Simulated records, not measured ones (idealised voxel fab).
Process module, titled voxel gate over fins
The cross-section shown here is cut; it is 230 nm wide and divided into square cells measuring 5 nm on a side.
How to read a cross-section here: the picture is a grid of square cells, written as bands going from the top down, and any band can span one or more rows of cells. Quick guide to a band line: top height, bottom height (nm) up front; then every material left to right with its width in nm. Only one material and it's marked "all across"? Then it fills the band edge to edge. And "blank" just means empty space. Zero point of the height axis is 0; under it, received wafer = one material. Lowest band: continues down indefinitely, "0 and below". The expression "30->40" gives the width at the extremes of the band, the first number at its top row of cells and the second at its bottom row, with the width changing by equal amounts from each row to the next in between. "stayed the same" after a step means that no cell of the cross-section changed. Entry "Cavities, sealed" = empty spaces >= 8 cells with no open way to the top; each as width x height at distance, distance from left edge, all nm. Text after the settings on a step's line: the simulator's own remark on that step. For masked steps, "overlay nm" on the step line gives how far right of plan the mask actually lay; a minus sign means it lay to the left.
-- Steps in the process plan
- 1: RECEIVE,material Si
- 2: CONFORMAL_DEP,material SiN,thk nm 5
- 3: PATTERN,tone cover,mask id FINS,material resist,width nm 15,pitch nm 60,thk nm 20,overlay nm 0
- 4: DIRECTIONAL_ETCH,etch materials SiN,depth nm 5
- 5: DIRECTIONAL_ETCH,etch materials Si,depth nm 35
- 6: STRIP,etch materials resist
- 7: OXIDIZE,depth nm 5
- 8: FILL_DEP,material SiO2,thk nm 15
- 9: CMP,height nm 5
- 10: PATTERN,tone open,mask id RAIL,material resist,width nm 15,thk nm 20,overlay nm 0
- 11: DIRECTIONAL_ETCH,etch materials SiO2,depth nm 35
- 12: STRIP,etch materials resist
- 13: CONFORMAL_DEP,material TiN,thk nm 5
- 14: FILL_DEP,material Ru,thk nm 10
- 15: CMP,height nm 5
- 16: SELECTIVE_ETCH,etch materials W Ru TiN,depth nm 30
- 17: FILL_DEP,material SiO2,thk nm 5
- 18: CMP,height nm 5
- 19: SELECTIVE_ETCH,etch materials SiO2,depth nm 20
- 20: STRIP,etch materials SiN
- 21: CONFORMAL_DEP,material HfO2,thk nm 5
- 22: CONFORMAL_DEP,material TiN,thk nm 5
- 23: CONFORMAL_DEP,material TiAl,thk nm 5
- 24: CONFORMAL_DEP,material TiN,thk nm 5
- 25: FILL_DEP,material W,thk nm 15
- 26: CMP,height nm 30
- 27: CONFORMAL_DEP,material SiN,thk nm 10
-- Run as planned: first of two wafers
-- As-received wafer cross-section (after step 1)
0 and below  Si all across
Cavities, sealed: none
-- Presented here is a cross-section of the wafer after step 2 has been performed
5 down to 0  SiN all across
Under 0: no change, same as before.
-- Presented here is a cross-section of the wafer after step 3 has been performed
25 down to 5  75 blank  15 resist  45 blank  15 resist  80 blank
Under 5: no change, same as before.
-- Presented here is a cross-section of the wafer after step 4 has been performed
25 down to 5  75 blank  15 resist  45 blank  15 resist  80 blank
5 down to 0  75 blank  15 SiN  45 blank  15 SiN  80 blank
Under 0: no change, same as before.
-- Presented here is a cross-section of the wafer after step 5 has been performed
25 down to 5  75 blank  15 resist  45 blank  15 resist  80 blank
5 down to 0  75 blank  15 SiN  45 blank  15 SiN  80 blank
0 down to -35  75 blank  15 Si  45 blank  15 Si  80 blank
Under -35: no change, same as before.
-- Presented here is a cross-section of the wafer after step 6 has been performed
5 down to 0  75 blank  15 SiN  45 blank  15 SiN  80 blank
Under 0: no change, same as before.
-- Presented here is a cross-section of the wafer after step 7 has been performed
5 down to 0  75 blank  15 SiN  45 blank  15 SiN  80 blank
0 down to -35  75 blank  5 SiO2  5 Si  5 SiO2  45 blank  5 SiO2  5 Si  5 SiO2  80 blank
-35 down to -40  80 SiO2  5 Si  55 SiO2  5 Si  85 SiO2
Under -40: no change, same as before.
-- Presented here is a cross-section of the wafer after step 8 has been performed
20 down to 5  SiO2 all across
5 down to 0  75 SiO2  15 SiN  45 SiO2  15 SiN  80 SiO2
0 down to -40  80 SiO2  5 Si  55 SiO2  5 Si  85 SiO2
Under -40: no change, same as before.
-- Presented here is a cross-section of the wafer after step 9 has been performed
5 down to 0  75 SiO2  15 SiN  45 SiO2  15 SiN  80 SiO2
Under 0: no change, same as before.
-- Presented here is a cross-section of the wafer after step 10 has been performed
25 down to 5  105 resist  15 blank  110 resist
Under 5: no change, same as before.
-- Presented here is a cross-section of the wafer after step 11 has been performed
25 down to 5  105 resist  15 blank  110 resist
5 down to 0  75 SiO2  15 SiN  15 SiO2  15 blank  15 SiO2  15 SiN  80 SiO2
0 down to -30  80 SiO2  5 Si  20 SiO2  15 blank  20 SiO2  5 Si  85 SiO2
Under -30: no change, same as before.
-- Presented here is a cross-section of the wafer after step 12 has been performed
5 down to 0  75 SiO2  15 SiN  15 SiO2  15 blank  15 SiO2  15 SiN  80 SiO2
Under 0: no change, same as before.
-- Presented here is a cross-section of the wafer after step 13 has been performed
10 down to 5  110 TiN  5 blank  115 TiN
5 down to 0  75 SiO2  15 SiN  15 SiO2  5 TiN  5 blank  5 TiN  15 SiO2  15 SiN  80 SiO2
0 down to -25  80 SiO2  5 Si  20 SiO2  5 TiN  5 blank  5 TiN  20 SiO2  5 Si  85 SiO2
-25 down to -30  80 SiO2  5 Si  20 SiO2  15 TiN  20 SiO2  5 Si  85 SiO2
Under -30: no change, same as before.
-- Presented here is a cross-section of the wafer after step 14 has been performed
20 down to 10  Ru all across
10 down to 5  110 TiN  5 Ru  115 TiN
5 down to 0  75 SiO2  15 SiN  15 SiO2  5 TiN  5 Ru  5 TiN  15 SiO2  15 SiN  80 SiO2
0 down to -25  80 SiO2  5 Si  20 SiO2  5 TiN  5 Ru  5 TiN  20 SiO2  5 Si  85 SiO2
Under -25: no change, same as before.
-- Presented here is a cross-section of the wafer after step 15 has been performed
5 down to 0  75 SiO2  15 SiN  15 SiO2  5 TiN  5 Ru  5 TiN  15 SiO2  15 SiN  80 SiO2
Under 0: no change, same as before.
-- Presented here is a cross-section of the wafer after step 16 has been performed
5 down to 0  75 SiO2  15 SiN  15 SiO2  15 blank  15 SiO2  15 SiN  80 SiO2
0 down to -25  80 SiO2  5 Si  20 SiO2  15 blank  20 SiO2  5 Si  85 SiO2
Under -25: no change, same as before.
-- Presented here is a cross-section of the wafer after step 17 has been performed
10 down to 5  SiO2 all across
5 down to 0  75 SiO2  15 SiN  45 SiO2  15 SiN  80 SiO2
0 down to -25  80 SiO2  5 Si  55 SiO2  5 Si  85 SiO2
Under -25: no change, same as before.
-- Presented here is a cross-section of the wafer after step 18 has been performed
5 down to 0  75 SiO2  15 SiN  45 SiO2  15 SiN  80 SiO2
Under 0: no change, same as before.
-- Presented here is a cross-section of the wafer after step 19 has been performed
5 down to 0  75 blank  15 SiN  45 blank  15 SiN  80 blank
0 down to -15  80 blank  5 Si  55 blank  5 Si  85 blank
Under -15: no change, same as before.
-- Presented here is a cross-section of the wafer after step 20 has been performed
0 down to -15  80 blank  5 Si  55 blank  5 Si  85 blank
Under -15: no change, same as before.
-- Presented here is a cross-section of the wafer after step 21 has been performed
5 down to 0  75 blank  15 HfO2  45 blank  15 HfO2  80 blank
0 down to -10  75 blank  5 HfO2  5 Si  5 HfO2  45 blank  5 HfO2  5 Si  5 HfO2  80 blank
-10 down to -15  80 HfO2  5 Si  55 HfO2  5 Si  85 HfO2
Under -15: no change, same as before.
-- Presented here is a cross-section of the wafer after step 22 has been performed
10 down to 5  70 blank  25 TiN  35 blank  25 TiN  75 blank
5 down to 0  70 blank  5 TiN  15 HfO2  5 TiN  35 blank  5 TiN  15 HfO2  5 TiN  75 blank
0 down to -5  70 blank  5 TiN  5 HfO2  5 Si  5 HfO2  5 TiN  35 blank  5 TiN  5 HfO2  5 Si  5 HfO2  5 TiN  75 blank
-5 down to -10  75 TiN  5 HfO2  5 Si  5 HfO2  45 TiN  5 HfO2  5 Si  5 HfO2  80 TiN
Under -10: no change, same as before.
-- Presented here is a cross-section of the wafer after step 23 has been performed
15 down to 10  65 blank  35 TiAl  25 blank  35 TiAl  70 blank
10 down to 5  65 blank  5 TiAl  25 TiN  5 TiAl  25 blank  5 TiAl  25 TiN  5 TiAl  70 blank
5 down to 0  65 blank  5 TiAl  5 TiN  15 HfO2  5 TiN  5 TiAl  25 blank  5 TiAl  5 TiN  15 HfO2  5 TiN  5 TiAl  70 blank
0 down to -5  70 TiAl  5 TiN  5 HfO2  5 Si  5 HfO2  5 TiN  35 TiAl  5 TiN  5 HfO2  5 Si  5 HfO2  5 TiN  75 TiAl
Under -5: no change, same as before.
-- Presented here is a cross-section of the wafer after step 24 has been performed
20 down to 15  60 blank  45 TiN  15 blank  45 TiN  65 blank
15 down to 10  60 blank  5 TiN  35 TiAl  5 TiN  15 blank  5 TiN  35 TiAl  5 TiN  65 blank
10 down to 5  60 blank  5 TiN  5 TiAl  25 TiN  5 TiAl  5 TiN  15 blank  5 TiN  5 TiAl  25 TiN  5 TiAl  5 TiN  65 blank
5 down to 0  65 TiN  5 TiAl  5 TiN  15 HfO2  5 TiN  5 TiAl  25 TiN  5 TiAl  5 TiN  15 HfO2  5 TiN  5 TiAl  70 TiN
Under 0: no change, same as before.
-- Presented here is a cross-section of the wafer after step 25 has been performed
35 down to 20  W all across
20 down to 15  60 W  45 TiN  15 W  45 TiN  65 W
15 down to 10  60 W  5 TiN  35 TiAl  5 TiN  15 W  5 TiN  35 TiAl  5 TiN  65 W
10 down to 5  60 W  5 TiN  5 TiAl  25 TiN  5 TiAl  5 TiN  15 W  5 TiN  5 TiAl  25 TiN  5 TiAl  5 TiN  65 W
Under 5: no change, same as before.
-- Presented here is a cross-section of the wafer after step 26 has been performed
30 down to 20  W all across
Under 20: no change, same as before.
-- Presented here is a cross-section of the wafer after step 27 has been performed
40 down to 30  SiN all across
Under 30: no change, same as before.
-- Second wafer, same starting state and plan as the first, one mistake in the run, identical through step 18
-- Second wafer at the planned finish of step 19, seen in cross-section
5 down to 0  75 SiO2  15 blank  45 SiO2  15 blank  80 SiO2
Under 0: no change, same as before.
-- Second wafer at the planned finish of step 20, seen in cross-section
0 down to -15  80 blank  5 Si  55 blank  5 Si  85 blank
-15 down to -20  55 SiO2  25 blank  5 Si  25 blank  5 SiO2  25 blank  5 Si  25 blank  60 SiO2
Under -20: no change, same as before.
-- Second wafer at the planned finish of step 21, seen in cross-section
5 down to 0  75 blank  15 HfO2  45 blank  15 HfO2  80 blank
0 down to -10  75 blank  5 HfO2  5 Si  5 HfO2  45 blank  5 HfO2  5 Si  5 HfO2  80 blank
-10 down to -15  60 HfO2  15 blank  5 HfO2  5 Si  5 HfO2  15 blank  15 HfO2  15 blank  5 HfO2  5 Si  5 HfO2  15 blank  65 HfO2
-15 down to -20  55 SiO2  25 HfO2  5 Si  25 HfO2  5 SiO2  25 HfO2  5 Si  25 HfO2  60 SiO2
Under -20: no change, same as before.
-- Second wafer at the planned finish of step 22, seen in cross-section
10 down to 5  70 blank  25 TiN  35 blank  25 TiN  75 blank
5 down to 0  70 blank  5 TiN  15 HfO2  5 TiN  35 blank  5 TiN  15 HfO2  5 TiN  75 blank
0 down to -5  70 blank  5 TiN  5 HfO2  5 Si  5 HfO2  5 TiN  35 blank  5 TiN  5 HfO2  5 Si  5 HfO2  5 TiN  75 blank
-5 down to -10  65 TiN  5 blank  5 TiN  5 HfO2  5 Si  5 HfO2  5 TiN  5 blank  25 TiN  5 blank  5 TiN  5 HfO2  5 Si  5 HfO2  5 TiN  5 blank  70 TiN
-10 down to -15  60 HfO2  15 TiN  5 HfO2  5 Si  5 HfO2  15 TiN  15 HfO2  15 TiN  5 HfO2  5 Si  5 HfO2  15 TiN  65 HfO2
Under -15: no change, same as before.
-- Second wafer at the planned finish of step 23, seen in cross-section
15 down to 10  65 blank  35 TiAl  25 blank  35 TiAl  70 blank
10 down to 5  65 blank  5 TiAl  25 TiN  5 TiAl  25 blank  5 TiAl  25 TiN  5 TiAl  70 blank
5 down to 0  65 blank  5 TiAl  5 TiN  15 HfO2  5 TiN  5 TiAl  25 blank  5 TiAl  5 TiN  15 HfO2  5 TiN  5 TiAl  70 blank
0 down to -5  70 TiAl  5 TiN  5 HfO2  5 Si  5 HfO2  5 TiN  35 TiAl  5 TiN  5 HfO2  5 Si  5 HfO2  5 TiN  75 TiAl
-5 down to -10  65 TiN  5 TiAl  5 TiN  5 HfO2  5 Si  5 HfO2  5 TiN  5 TiAl  25 TiN  5 TiAl  5 TiN  5 HfO2  5 Si  5 HfO2  5 TiN  5 TiAl  70 TiN
Under -10: no change, same as before.
-- Second wafer at the planned finish of step 24, seen in cross-section
20 down to 15  60 blank  45 TiN  15 blank  45 TiN  65 blank
15 down to 10  60 blank  5 TiN  35 TiAl  5 TiN  15 blank  5 TiN  35 TiAl  5 TiN  65 blank
10 down to 5  60 blank  5 TiN  5 TiAl  25 TiN  5 TiAl  5 TiN  15 blank  5 TiN  5 TiAl  25 TiN  5 TiAl  5 TiN  65 blank
5 down to 0  65 TiN  5 TiAl  5 TiN  15 HfO2  5 TiN  5 TiAl  25 TiN  5 TiAl  5 TiN  15 HfO2  5 TiN  5 TiAl  70 TiN
Under 0: no change, same as before.
-- Second wafer at the planned finish of step 25, seen in cross-section
35 down to 20  W all across
20 down to 15  60 W  45 TiN  15 W  45 TiN  65 W
15 down to 10  60 W  5 TiN  35 TiAl  5 TiN  15 W  5 TiN  35 TiAl  5 TiN  65 W
10 down to 5  60 W  5 TiN  5 TiAl  25 TiN  5 TiAl  5 TiN  15 W  5 TiN  5 TiAl  25 TiN  5 TiAl  5 TiN  65 W
Under 5: no change, same as before.
-- Second wafer at the planned finish of step 26, seen in cross-section
30 down to 20  W all across
Under 20: no change, same as before.
-- Second wafer at the planned finish of step 27, seen in cross-section
40 down to 30  SiN all across
Under 30: no change, same as before.
In executing the process, a mistake was made relative to the plan: a sequencing error occurred in which plan steps 19 and 20 were transposed
In the final state, the cell counts of the second wafer exceed or fall short of those of the first for the following materials: 8 more of HfO2, 20 fewer of SiO2, 4 more of TiAl, 8 more of TiN
